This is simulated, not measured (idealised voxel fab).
process module | voxel double patterning
170 nm wide, 5 nm square cells: that's cross-section cut.
Cross-section format: a grid of square cells, given as bands from top to bottom; each band is one or more rows of cells. Basically the band line says how high the top is and how high the bottom is, in nm, and then what's in it from left to right, every material with its width in nm. Empty space shows up as "air", and if a single material carries "full width" it runs the full band edge to edge. Beneath 0, the wafer as received is one material, and that level is where height counting begins. The lowest band goes on downward without a bottom; it is written like "from 0 down". Width spec "30->40" -> top row of cells at first value, bottom row at second value, equal per-row change in between. Step marked "no modification"? Then no cell in the cross-section changed in it. For the entry "Sealed-off cavities", the listed items are empty spaces with no open way to the top whose size is 8 cells or more; each item follows the pattern width x height at distance, where distance is from the left edge and all three are in nm. after a step's settings: what the simulator itself notes on the step. Regarding "overlay nm": on a step with a mask, it is the distance the mask lay to the right of its planned place; a negative value places it to the left.

## plan
1) RECEIVE [material Si]
2) CONFORMAL_DEP [material SiN] [thk nm 10]
3) DIRECTIONAL_DEP [material SiO2] [thk nm 10]
4) DIRECTIONAL_DEP [material SiCN] [thk nm 5]
5) MASKED_ETCH [tone open] [mask id FIRST] [width nm 15] [pitch nm 50] [etch materials SiCN] [depth nm 5] [overlay nm 0]
6) PATTERN [tone open] [mask id SECOND] [material resist] [width nm 15] [thk nm 20] [overlay nm 0]
7) DIRECTIONAL_ETCH [etch materials SiCN] [depth nm 5]
8) STRIP [etch materials resist]
9) DIRECTIONAL_ETCH [etch materials SiO2] [depth nm 10]
10) STRIP [etch materials SiCN]

## Received-state cross-section, reflecting completion of step 1
- from 0 down: Si full width
- Sealed-off cavities: none

## Final wafer profile in cross-section after the module, from the same start and plan as above, with one mistake made during processing
- from 20 to 10: SiO2=50, then air=15, then SiO2=10, then air=15, then SiO2=10, then air=15, then SiO2=55
- from 10 to 0: SiO2 full width
- from 0 down: Si full width
- Sealed-off cavities: none
What was done differently from what was planned? step 2: run off-plan, actual operation and settings CONFORMAL_DEP [material SiO2] [thk nm 10]
